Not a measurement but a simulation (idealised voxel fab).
process module | voxel wiring stack
cross-section cut | 260 nm wide | cells 5 nm
A cross-section is a grid of square cells, given in bands from the top down. A band is one or more rows of cells.
Each band's line starts with the height of the band's top and of its bottom, in nm. Then come its materials from left to right, each with its width in nm. One material with "throughout" fills the band from edge to edge. "air" is empty space.
Height 0 is the level under which the wafer as received is all one material. The lowest band goes on downwards, as in "0 down".
A width such as "30 to 40" changes by the same amount from each row of cells to the next, from the band's top row to its bottom row.
"no change" after a step means that no cell of the cross-section changed.
closed voids: empty space of 8 cells or more with no open way to the top, each as width x height at its distance from the left edge, in nm
after a step's settings: what the simulator itself notes on the step
overlay nm, on a step with a mask: how far to the right of its planned place the mask lay; to the left if negative
plan
1 op RECEIVE | material Si
2 op CONFORMAL_DEP | material SiO2 | thk nm 15
3 op CONFORMAL_DEP | material SiN | thk nm 5
4 op DIRECTIONAL_DEP | material lowk | thk nm 25
5 op DIRECTIONAL_DEP | material aC | thk nm 10
6 op PATTERN | tone open | mask id METAL_1 | material resist | width nm 25 | pitch nm 40 | thk nm 30 | overlay nm 0
7 op DIRECTIONAL_ETCH | etch materials aC | depth nm 10
8 op STRIP | etch materials resist
9 op DIRECTIONAL_ETCH | etch materials lowk | depth nm 25
10 op DIRECTIONAL_ETCH | etch materials SiN | depth nm 5
11 op STRIP | etch materials aC
12 op CONFORMAL_DEP | material TiN | thk nm 5
13 op FILL_DEP | material Ru | thk nm 10
14 op CMP | height nm 45
15 op EPI | material Ru | thk nm 5
16 op FILL_DEP | material SiCN | thk nm 5
17 op DIRECTIONAL_DEP | material lowk | thk nm 30
18 op DIRECTIONAL_DEP | material aC | thk nm 10
19 op PATTERN | tone open | mask id METAL_2_HOLES | material resist | width nm 15 | pitch nm 40 | thk nm 25 | overlay nm 0
20 op DIRECTIONAL_ETCH | etch materials aC | depth nm 10
21 op STRIP | etch materials resist
22 op DIRECTIONAL_ETCH | etch materials lowk | depth nm 30
23 op STRIP | etch materials aC
24 op PATTERN | tone open | mask id METAL_2 | material resist | width nm 25 | pitch nm 40 | thk nm 15 | overlay nm 0
25 op DIRECTIONAL_ETCH | etch materials lowk | depth nm 15
26 op DIRECTIONAL_ETCH | etch materials SiCN | depth nm 5
27 op STRIP | etch materials resist
28 op CONFORMAL_DEP | material TiN | thk nm 5
29 op FILL_DEP | material Cu | thk nm 5
30 op CMP | height nm 85
31 op CONFORMAL_DEP | material SiN | thk nm 5
as received, after step 1
  0 down: Si throughout
  closed voids: none
first wafer at the end, as planned
  90 to 85: SiN throughout
  85 to 75: lowk 55 | TiN 5 | Cu 15 | TiN 5 | lowk 15 | TiN 5 | Cu 15 | TiN 5 | lowk 15 | TiN 5 | Cu 15 | TiN 5 | lowk 15 | TiN 5 | Cu 15 | TiN 5 | lowk 60
  75 to 70: lowk 55 | TiN 5 | Cu 5 | TiN 15 | lowk 15 | TiN 5 | Cu 5 | TiN 15 | lowk 15 | TiN 5 | Cu 5 | TiN 15 | lowk 15 | TiN 5 | Cu 5 | TiN 15 | lowk 60
  70 to 55: lowk 55 | TiN 5 | Cu 5 | TiN 5 | lowk 25 | TiN 5 | Cu 5 | TiN 5 | lowk 25 | TiN 5 | Cu 5 | TiN 5 | lowk 25 | TiN 5 | Cu 5 | TiN 5 | lowk 70
  55 to 50: SiCN 55 | TiN 15 | SiCN 25 | TiN 15 | SiCN 25 | TiN 15 | SiCN 25 | TiN 15 | SiCN 70
  50 to 45: SiCN 50 | Ru 35 | SiCN 5 | Ru 35 | SiCN 5 | Ru 35 | SiCN 5 | Ru 35 | SiCN 55
  45 to 20: lowk 55 | TiN 5 | Ru 15 | TiN 5 | lowk 15 | TiN 5 | Ru 15 | TiN 5 | lowk 15 | TiN 5 | Ru 15 | TiN 5 | lowk 15 | TiN 5 | Ru 15 | TiN 5 | lowk 60
  20 to 15: SiN 55 | TiN 25 | SiN 15 | TiN 25 | SiN 15 | TiN 25 | SiN 15 | TiN 25 | SiN 60
  15 to 0: SiO2 throughout
  0 down: Si throughout
  closed voids: none
second wafer at the end: like start, like plan, one mistake
  90 to 85: SiN throughout
  85 to 75: lowk 55 | TiN 5 | SiO2 15 | TiN 5 | lowk 15 | TiN 5 | SiO2 15 | TiN 5 | lowk 15 | TiN 5 | SiO2 15 | TiN 5 | lowk 15 | TiN 5 | SiO2 15 | TiN 5 | lowk 60
  75 to 70: lowk 55 | TiN 5 | SiO2 5 | TiN 15 | lowk 15 | TiN 5 | SiO2 5 | TiN 15 | lowk 15 | TiN 5 | SiO2 5 | TiN 15 | lowk 15 | TiN 5 | SiO2 5 | TiN 15 | lowk 60
  70 to 55: lowk 55 | TiN 5 | SiO2 5 | TiN 5 | lowk 25 | TiN 5 | SiO2 5 | TiN 5 | lowk 25 | TiN 5 | SiO2 5 | TiN 5 | lowk 25 | TiN 5 | SiO2 5 | TiN 5 | lowk 70
  55 to 50: SiCN 55 | TiN 15 | SiCN 25 | TiN 15 | SiCN 25 | TiN 15 | SiCN 25 | TiN 15 | SiCN 70
  50 to 45: SiCN 50 | Ru 35 | SiCN 5 | Ru 35 | SiCN 5 | Ru 35 | SiCN 5 | Ru 35 | SiCN 55
  45 to 20: lowk 55 | TiN 5 | Ru 15 | TiN 5 | lowk 15 | TiN 5 | Ru 15 | TiN 5 | lowk 15 | TiN 5 | Ru 15 | TiN 5 | lowk 15 | TiN 5 | Ru 15 | TiN 5 | lowk 60
  20 to 15: SiN 55 | TiN 25 | SiN 15 | TiN 25 | SiN 15 | TiN 25 | SiN 15 | TiN 25 | SiN 60
  15 to 0: SiO2 throughout
  0 down: Si throughout
  closed voids: none
what went wrong: step 29 ran as: op FILL_DEP | material SiO2 | thk nm 5
at the end the second wafer has, in cells: 40 fewer of Cu | 40 more of SiO2
